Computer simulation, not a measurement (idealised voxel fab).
process module | voxel gate over fins
cross-section cut | 225 nm wide | cells 5 nm
A cross-section is a grid of square cells, given in bands from the top down. A band is one or more rows of cells.
Each band's line starts with the height of the band's top and of its bottom, in nm. Then come its materials from left to right, each with its width in nm. One material with "throughout" fills the band from edge to edge. "air" is empty space.
Height 0 is the level under which the wafer as received is all one material. The lowest band goes on downwards, as in "0 down".
A width such as "30 to 40" changes by the same amount from each row of cells to the next, from the band's top row to its bottom row.
"no change" after a step means that no cell of the cross-section changed.
closed voids: empty space of 8 cells or more with no open way to the top, each as width x height at its distance from the left edge, in nm
after a step's settings: what the simulator itself notes on the step
overlay nm, on a step with a mask: how far to the right of its planned place the mask lay; to the left if negative
plan
1 op RECEIVE | material Si
2 op CONFORMAL_DEP | material SiN | thk nm 5
3 op PATTERN | tone cover | mask id FINS | material resist | width nm 15 | pitch nm 45 | thk nm 15 | overlay nm 0
4 op DIRECTIONAL_ETCH | etch materials SiN | depth nm 5
5 op DIRECTIONAL_ETCH | etch materials Si | depth nm 30
6 op STRIP | etch materials resist
7 op OXIDIZE | depth nm 5
8 op FILL_DEP | material SiO2 | thk nm 10
9 op CMP | height nm 5
10 op SELECTIVE_ETCH | etch materials SiO2 | depth nm 20
11 op STRIP | etch materials SiN
12 op CONFORMAL_DEP | material HfO2 | thk nm 5
13 op CONFORMAL_DEP | material TiN | thk nm 5
14 op CONFORMAL_DEP | material TiAl | thk nm 5
15 op CONFORMAL_DEP | material TiN | thk nm 5
16 op FILL_DEP | material W | thk nm 15
17 op CMP | height nm 30
18 op CONFORMAL_DEP | material SiCN | thk nm 5
first wafer, as planned
as received, after step 1
  0 down: Si throughout
  closed voids: none
after step 2
  5 to 0: SiN throughout
  below 0: unchanged
after step 3
  20 to 5: air 35 | resist 15 | air 30 | resist 15 | air 30 | resist 15 | air 30 | resist 15 | air 40
  below 5: unchanged
after step 4
  20 to 5: air 35 | resist 15 | air 30 | resist 15 | air 30 | resist 15 | air 30 | resist 15 | air 40
  5 to 0: air 35 | SiN 15 | air 30 | SiN 15 | air 30 | SiN 15 | air 30 | SiN 15 | air 40
  below 0: unchanged
after step 5
  20 to 5: air 35 | resist 15 | air 30 | resist 15 | air 30 | resist 15 | air 30 | resist 15 | air 40
  5 to 0: air 35 | SiN 15 | air 30 | SiN 15 | air 30 | SiN 15 | air 30 | SiN 15 | air 40
  0 to -30: air 35 | Si 15 | air 30 | Si 15 | air 30 | Si 15 | air 30 | Si 15 | air 40
  below -30: unchanged
after step 6
  5 to 0: air 35 | SiN 15 | air 30 | SiN 15 | air 30 | SiN 15 | air 30 | SiN 15 | air 40
  below 0: unchanged
after step 7
  5 to 0: air 35 | SiN 15 | air 30 | SiN 15 | air 30 | SiN 15 | air 30 | SiN 15 | air 40
  0 to -30: air 35 | SiO2 5 | Si 5 | SiO2 5 | air 30 | SiO2 5 | Si 5 | SiO2 5 | air 30 | SiO2 5 | Si 5 | SiO2 5 | air 30 | SiO2 5 | Si 5 | SiO2 5 | air 40
  -30 to -35: SiO2 40 | Si 5 | SiO2 40 | Si 5 | SiO2 40 | Si 5 | SiO2 40 | Si 5 | SiO2 45
  below -35: unchanged
after step 8
  15 to 5: SiO2 throughout
  5 to 0: SiO2 35 | SiN 15 | SiO2 30 | SiN 15 | SiO2 30 | SiN 15 | SiO2 30 | SiN 15 | SiO2 40
  0 to -35: SiO2 40 | Si 5 | SiO2 40 | Si 5 | SiO2 40 | Si 5 | SiO2 40 | Si 5 | SiO2 45
  below -35: unchanged
after step 9
  5 to 0: SiO2 35 | SiN 15 | SiO2 30 | SiN 15 | SiO2 30 | SiN 15 | SiO2 30 | SiN 15 | SiO2 40
  below 0: unchanged
after step 10
  5 to 0: air 35 | SiN 15 | air 30 | SiN 15 | air 30 | SiN 15 | air 30 | SiN 15 | air 40
  0 to -15: air 40 | Si 5 | air 40 | Si 5 | air 40 | Si 5 | air 40 | Si 5 | air 45
  below -15: unchanged
after step 11
  0 to -15: air 40 | Si 5 | air 40 | Si 5 | air 40 | Si 5 | air 40 | Si 5 | air 45
  below -15: unchanged
after step 12
  5 to 0: air 35 | HfO2 15 | air 30 | HfO2 15 | air 30 | HfO2 15 | air 30 | HfO2 15 | air 40
  0 to -10: air 35 | HfO2 5 | Si 5 | HfO2 5 | air 30 | HfO2 5 | Si 5 | HfO2 5 | air 30 | HfO2 5 | Si 5 | HfO2 5 | air 30 | HfO2 5 | Si 5 | HfO2 5 | air 40
  -10 to -15: HfO2 40 | Si 5 | HfO2 40 | Si 5 | HfO2 40 | Si 5 | HfO2 40 | Si 5 | HfO2 45
  below -15: unchanged
after step 13
  10 to 5: air 30 | TiN 25 | air 20 | TiN 25 | air 20 | TiN 25 | air 20 | TiN 25 | air 35
  5 to 0: air 30 | TiN 5 | HfO2 15 | TiN 5 | air 20 | TiN 5 | HfO2 15 | TiN 5 | air 20 | TiN 5 | HfO2 15 | TiN 5 | air 20 | TiN 5 | HfO2 15 | TiN 5 | air 35
  0 to -5: air 30 | TiN 5 | HfO2 5 | Si 5 | HfO2 5 | TiN 5 | air 20 | TiN 5 | HfO2 5 | Si 5 | HfO2 5 | TiN 5 | air 20 | TiN 5 | HfO2 5 | Si 5 | HfO2 5 | TiN 5 | air 20 | TiN 5 | HfO2 5 | Si 5 | HfO2 5 | TiN 5 | air 35
  -5 to -10: TiN 35 | HfO2 5 | Si 5 | HfO2 5 | TiN 30 | HfO2 5 | Si 5 | HfO2 5 | TiN 30 | HfO2 5 | Si 5 | HfO2 5 | TiN 30 | HfO2 5 | Si 5 | HfO2 5 | TiN 40
  below -10: unchanged
after step 14
  15 to 10: air 25 | TiAl 35 | air 10 | TiAl 35 | air 10 | TiAl 35 | air 10 | TiAl 35 | air 30
  10 to 5: air 25 | TiAl 5 | TiN 25 | TiAl 5 | air 10 | TiAl 5 | TiN 25 | TiAl 5 | air 10 | TiAl 5 | TiN 25 | TiAl 5 | air 10 | TiAl 5 | TiN 25 | TiAl 5 | air 30
  5 to 0: air 25 | TiAl 5 | TiN 5 | HfO2 15 | TiN 5 | TiAl 5 | air 10 | TiAl 5 | TiN 5 | HfO2 15 | TiN 5 | TiAl 5 | air 10 | TiAl 5 | TiN 5 | HfO2 15 | TiN 5 | TiAl 5 | air 10 | TiAl 5 | TiN 5 | HfO2 15 | TiN 5 | TiAl 5 | air 30
  0 to -5: TiAl 30 | TiN 5 | HfO2 5 | Si 5 | HfO2 5 | TiN 5 | TiAl 20 | TiN 5 | HfO2 5 | Si 5 | HfO2 5 | TiN 5 | TiAl 20 | TiN 5 | HfO2 5 | Si 5 | HfO2 5 | TiN 5 | TiAl 20 | TiN 5 | HfO2 5 | Si 5 | HfO2 5 | TiN 5 | TiAl 35
  below -5: unchanged
after step 15
  20 to 15: air 20 | TiN 180 | air 25
  15 to 10: air 20 | TiN 5 | TiAl 35 | TiN 10 | TiAl 35 | TiN 10 | TiAl 35 | TiN 10 | TiAl 35 | TiN 5 | air 25
  10 to 5: air 20 | TiN 5 | TiAl 5 | TiN 25 | TiAl 5 | TiN 10 | TiAl 5 | TiN 25 | TiAl 5 | TiN 10 | TiAl 5 | TiN 25 | TiAl 5 | TiN 10 | TiAl 5 | TiN 25 | TiAl 5 | TiN 5 | air 25
  5 to 0: TiN 25 | TiAl 5 | TiN 5 | HfO2 15 | TiN 5 | TiAl 5 | TiN 10 | TiAl 5 | TiN 5 | HfO2 15 | TiN 5 | TiAl 5 | TiN 10 | TiAl 5 | TiN 5 | HfO2 15 | TiN 5 | TiAl 5 | TiN 10 | TiAl 5 | TiN 5 | HfO2 15 | TiN 5 | TiAl 5 | TiN 30
  below 0: unchanged
after step 16
  35 to 20: W throughout
  20 to 15: W 20 | TiN 180 | W 25
  15 to 10: W 20 | TiN 5 | TiAl 35 | TiN 10 | TiAl 35 | TiN 10 | TiAl 35 | TiN 10 | TiAl 35 | TiN 5 | W 25
  10 to 5: W 20 | TiN 5 | TiAl 5 | TiN 25 | TiAl 5 | TiN 10 | TiAl 5 | TiN 25 | TiAl 5 | TiN 10 | TiAl 5 | TiN 25 | TiAl 5 | TiN 10 | TiAl 5 | TiN 25 | TiAl 5 | TiN 5 | W 25
  below 5: unchanged
after step 17
  30 to 20: W throughout
  below 20: unchanged
after step 18
  35 to 30: SiCN throughout
  below 30: unchanged
second wafer: like start, like plan, one mistake. Through step 2 it matches the first wafer
when step 3 should have ended
  20 to 5: resist 35 | air 15 | resist 30 | air 15 | resist 30 | air 15 | resist 30 | air 15 | resist 40
  below 5: unchanged
when step 4 should have ended
  20 to 5: resist 35 | air 15 | resist 30 | air 15 | resist 30 | air 15 | resist 30 | air 15 | resist 40
  5 to 0: SiN 35 | air 15 | SiN 30 | air 15 | SiN 30 | air 15 | SiN 30 | air 15 | SiN 40
  below 0: unchanged
when step 5 should have ended
  20 to 5: resist 35 | air 15 | resist 30 | air 15 | resist 30 | air 15 | resist 30 | air 15 | resist 40
  5 to 0: SiN 35 | air 15 | SiN 30 | air 15 | SiN 30 | air 15 | SiN 30 | air 15 | SiN 40
  0 to -30: Si 35 | air 15 | Si 30 | air 15 | Si 30 | air 15 | Si 30 | air 15 | Si 40
  below -30: unchanged
when step 6 should have ended
  5 to 0: SiN 35 | air 15 | SiN 30 | air 15 | SiN 30 | air 15 | SiN 30 | air 15 | SiN 40
  below 0: unchanged
when step 7 should have ended
  5 to 0: SiN 35 | air 15 | SiN 30 | air 15 | SiN 30 | air 15 | SiN 30 | air 15 | SiN 40
  0 to -30: Si 30 | SiO2 5 | air 15 | SiO2 5 | Si 20 | SiO2 5 | air 15 | SiO2 5 | Si 20 | SiO2 5 | air 15 | SiO2 5 | Si 20 | SiO2 5 | air 15 | SiO2 5 | Si 35
  -30 to -35: Si 30 | SiO2 25 | Si 20 | SiO2 25 | Si 20 | SiO2 25 | Si 20 | SiO2 25 | Si 35
  below -35: unchanged
when step 8 should have ended
  15 to 5: SiO2 throughout
  5 to 0: SiN 35 | SiO2 15 | SiN 30 | SiO2 15 | SiN 30 | SiO2 15 | SiN 30 | SiO2 15 | SiN 40
  0 to -35: Si 30 | SiO2 25 | Si 20 | SiO2 25 | Si 20 | SiO2 25 | Si 20 | SiO2 25 | Si 35
  below -35: unchanged
when step 9 should have ended
  5 to 0: SiN 35 | SiO2 15 | SiN 30 | SiO2 15 | SiN 30 | SiO2 15 | SiN 30 | SiO2 15 | SiN 40
  below 0: unchanged
when step 10 should have ended
  5 to 0: SiN 35 | air 15 | SiN 30 | air 15 | SiN 30 | air 15 | SiN 30 | air 15 | SiN 40
  0 to -15: Si 30 | air 25 | Si 20 | air 25 | Si 20 | air 25 | Si 20 | air 25 | Si 35
  below -15: unchanged
when step 11 should have ended
  0 to -15: Si 30 | air 25 | Si 20 | air 25 | Si 20 | air 25 | Si 20 | air 25 | Si 35
  below -15: unchanged
when step 12 should have ended
  5 to 0: HfO2 35 | air 15 | HfO2 30 | air 15 | HfO2 30 | air 15 | HfO2 30 | air 15 | HfO2 40
  0 to -10: Si 30 | HfO2 5 | air 15 | HfO2 5 | Si 20 | HfO2 5 | air 15 | HfO2 5 | Si 20 | HfO2 5 | air 15 | HfO2 5 | Si 20 | HfO2 5 | air 15 | HfO2 5 | Si 35
  -10 to -15: Si 30 | HfO2 25 | Si 20 | HfO2 25 | Si 20 | HfO2 25 | Si 20 | HfO2 25 | Si 35
  below -15: unchanged
when step 13 should have ended
  10 to 5: TiN 40 | air 5 | TiN 40 | air 5 | TiN 40 | air 5 | TiN 40 | air 5 | TiN 45
  5 to 0: HfO2 35 | TiN 5 | air 5 | TiN 5 | HfO2 30 | TiN 5 | air 5 | TiN 5 | HfO2 30 | TiN 5 | air 5 | TiN 5 | HfO2 30 | TiN 5 | air 5 | TiN 5 | HfO2 40
  0 to -5: Si 30 | HfO2 5 | TiN 5 | air 5 | TiN 5 | HfO2 5 | Si 20 | HfO2 5 | TiN 5 | air 5 | TiN 5 | HfO2 5 | Si 20 | HfO2 5 | TiN 5 | air 5 | TiN 5 | HfO2 5 | Si 20 | HfO2 5 | TiN 5 | air 5 | TiN 5 | HfO2 5 | Si 35
  -5 to -10: Si 30 | HfO2 5 | TiN 15 | HfO2 5 | Si 20 | HfO2 5 | TiN 15 | HfO2 5 | Si 20 | HfO2 5 | TiN 15 | HfO2 5 | Si 20 | HfO2 5 | TiN 15 | HfO2 5 | Si 35
  below -10: unchanged
when step 14 should have ended
  15 to 10: TiAl throughout
  10 to 5: TiN 40 | TiAl 5 | TiN 40 | TiAl 5 | TiN 40 | TiAl 5 | TiN 40 | TiAl 5 | TiN 45
  5 to 0: HfO2 35 | TiN 5 | TiAl 5 | TiN 5 | HfO2 30 | TiN 5 | TiAl 5 | TiN 5 | HfO2 30 | TiN 5 | TiAl 5 | TiN 5 | HfO2 30 | TiN 5 | TiAl 5 | TiN 5 | HfO2 40
  0 to -5: Si 30 | HfO2 5 | TiN 5 | TiAl 5 | TiN 5 | HfO2 5 | Si 20 | HfO2 5 | TiN 5 | TiAl 5 | TiN 5 | HfO2 5 | Si 20 | HfO2 5 | TiN 5 | TiAl 5 | TiN 5 | HfO2 5 | Si 20 | HfO2 5 | TiN 5 | TiAl 5 | TiN 5 | HfO2 5 | Si 35
  below -5: unchanged
when step 15 should have ended
  20 to 15: TiN throughout
  below 15: unchanged
when step 16 should have ended
  35 to 20: W throughout
  below 20: unchanged
when step 17 should have ended
  30 to 20: W throughout
  below 20: unchanged
when step 18 should have ended
  35 to 30: SiCN throughout
  below 30: unchanged
what went wrong: step 3 ran as: op PATTERN | tone open | mask id FINS | material resist | width nm 15 | pitch nm 45 | thk nm 15 | overlay nm 0
at the end the second wafer has, in cells: 147 more of Si | 84 fewer of SiO2 | 12 fewer of TiAl | 24 fewer of TiN | 27 fewer of W
